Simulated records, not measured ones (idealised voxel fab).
Title: Process Module voxel trench capacitor
Square cells of 5 nm make up the cross-section cut, whose width is 260 nm.
How to read a cross-section here: the picture is a grid of square cells, written as bands going from the top down, and any band can span one or more rows of cells.
Read a band's entry like this: the first values are the height of its top and the height of its bottom in nm, and what follows is the sequence of materials from left to right, each with its width in nm. Note that "air" is empty space, and that a single material marked "full width" reaches across the band from edge to edge.
Measure heights from 0. That's the level where, below it, the as-received wafer is all one material. The lowest band is bottomless and extends downward; write it as in "from 0 down".
Note: "30->40" means the width goes from the first number (top row of the band) to the second number (bottom row) in equal steps per row of cells.
Any step labelled "remains unaltered" changed none of the cells in the cross-section.
Enclosed void entries: empty space of 8 cells or more with no open way to the top, each as width x height at its distance from the left edge, in nm
If you see something after the settings on a step's line, that's the simulator's own remark about that step.
overlay nm: how far to the right of its planned place the mask lay on this masked step (negative: to the left).
-- Here's what the planned process steps look like
step 1: op RECEIVE | material Si
step 2: op CONFORMAL_DEP | material SiN | thk nm 5
step 3: op DIRECTIONAL_DEP | material aC | thk nm 15
step 4: op PATTERN | tone open | mask id TRENCH | material resist | width nm 15 | pitch nm 40 | thk nm 35 | overlay nm 0
step 5: op DIRECTIONAL_ETCH | etch materials aC | depth nm 15
step 6: op STRIP | etch materials resist
step 7: op DIRECTIONAL_ETCH | etch materials SiN | depth nm 5
step 8: op DIRECTIONAL_ETCH | etch materials Si | depth nm 40
step 9: op STRIP | etch materials aC
step 10: op CONFORMAL_DEP | material Al2O3 | thk nm 5
step 11: op FILL_DEP | material polySi | thk nm 5
step 12: op CMP | height nm 5
-- Incoming wafer in cross-section (state: after step 1)
- from 0 down = Si full width
- Enclosed void entries: none
-- End-of-module XS, first of two wafers, run as planned
- from 5 to 0 = SiN=80, Al2O3=5, polySi=5, Al2O3=5, SiN=25, Al2O3=5, polySi=5, Al2O3=5, SiN=25, Al2O3=5, polySi=5, Al2O3=5, SiN=85
- from 0 to -35 = Si=80, Al2O3=5, polySi=5, Al2O3=5, Si=25, Al2O3=5, polySi=5, Al2O3=5, Si=25, Al2O3=5, polySi=5, Al2O3=5, Si=85
- from -35 to -40 = Si=80, Al2O3=15, Si=25, Al2O3=15, Si=25, Al2O3=15, Si=85
- from -40 down = Si full width
- Enclosed void entries: none
-- Wafer two cross-section, module end. Start and plan unchanged from wafer one; one mistake made during the run
- from 5 to 0 = SiN=80, Al2O3=5, polySi=5, Al2O3=5, SiN=25, Al2O3=5, polySi=5, Al2O3=5, SiN=25, Al2O3=5, polySi=5, Al2O3=5, SiN=85
- from 0 to -75 = Si=80, Al2O3=5, polySi=5, Al2O3=5, Si=25, Al2O3=5, polySi=5, Al2O3=5, Si=25, Al2O3=5, polySi=5, Al2O3=5, Si=85
- from -75 to -80 = Si=80, Al2O3=15, Si=25, Al2O3=15, Si=25, Al2O3=15, Si=85
- from -80 down = Si full width
- Enclosed void entries: none
Deviation from plan: twice, step 8 of the plan was run
Heads up, by the end the second wafer has more or fewer cells of some materials compared to the first: Al2O3 +48 | Si -72 | polySi +24
